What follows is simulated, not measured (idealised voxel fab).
process module | voxel self aligned vias
cross-section cut | 190 nm wide | cells 5 nm
A cross-section is a grid of square cells, given in bands from the top down. A band is one or more rows of cells.
Each band's line starts with the height of the band's top and of its bottom, in nm. Then come its materials from left to right, each with its width in nm. One material with "throughout" fills the band from edge to edge. "air" is empty space.
Height 0 is the level under which the wafer as received is all one material. The lowest band goes on downwards, as in "0 down".
A width such as "30 to 40" changes by the same amount from each row of cells to the next, from the band's top row to its bottom row.
"no change" after a step means that no cell of the cross-section changed.
closed voids: empty space of 8 cells or more with no open way to the top, each as width x height at its distance from the left edge, in nm
after a step's settings: what the simulator itself notes on the step
overlay nm, on a step with a mask: how far to the right of its planned place the mask lay; to the left if negative
plan
1 op RECEIVE | material Si
2 op CONFORMAL_DEP | material SiO2 | thk nm 15
3 op CONFORMAL_DEP | material SiCN | thk nm 5
4 op DIRECTIONAL_DEP | material lowk | thk nm 25
5 op PATTERN | tone open | mask id LINES | material resist | width nm 30 | pitch nm 60 | thk nm 20 | overlay nm 0
6 op DIRECTIONAL_ETCH | etch materials lowk | depth nm 25
7 op STRIP | etch materials resist
8 op CONFORMAL_DEP | material TiN | thk nm 5
9 op FILL_DEP | material Ru | thk nm 10
10 op CMP | height nm 45
11 op SELECTIVE_ETCH | etch materials W Ru TiN | depth nm 10
12 op FILL_DEP | material SiN | thk nm 5
13 op CMP | height nm 45
14 op DIRECTIONAL_DEP | material lowk | thk nm 20
15 op PATTERN | tone open | mask id VIAS | material resist | width nm 40 | pitch nm 60 | thk nm 20 | overlay nm 0
16 op DIRECTIONAL_ETCH | etch materials lowk | depth nm 20
17 op DIRECTIONAL_ETCH | etch materials SiN | depth nm 10
18 op STRIP | etch materials resist
19 op CONFORMAL_DEP | material TiN | thk nm 5
20 op FILL_DEP | material Cu | thk nm 10
21 op CMP | height nm 65
22 op CONFORMAL_DEP | material SiN | thk nm 5
as received, after step 1
  0 down: Si throughout
  closed voids: none
a wafer at the end: this start, this plan, one mistake
  70 to 65: SiN throughout
  65 to 50: lowk 15 | TiN 5 | Cu 30 | TiN 5 | lowk 20 | TiN 5 | Cu 30 | TiN 5 | lowk 20 | TiN 5 | Cu 30 | TiN 5 | lowk 15
  50 to 40: lowk 15 to 25 | TiN 15 to 5 | Cu 20 | TiN 5 | lowk 20 to 30 | TiN 15 to 5 | Cu 20 | TiN 5 | lowk 20 to 30 | TiN 15 to 5 | Cu 20 | TiN 5 | lowk 15
  40 to 35: lowk 25 | TiN 30 | lowk 30 | TiN 30 | lowk 30 | TiN 30 | lowk 15
  35 to 25: lowk 25 | TiN 5 | Ru 20 | TiN 5 | lowk 30 | TiN 5 | Ru 20 | TiN 5 | lowk 30 | TiN 5 | Ru 20 | TiN 5 | lowk 15
  25 to 20: lowk 25 | TiN 30 | lowk 30 | TiN 30 | lowk 30 | TiN 30 | lowk 15
  20 to 15: SiCN throughout
  15 to 0: SiO2 throughout
  0 down: Si throughout
  closed voids: none
what went wrong: step 5 ran as: op PATTERN | tone open | mask id LINES | material resist | width nm 30 | pitch nm 60 | thk nm 20 | overlay nm 5
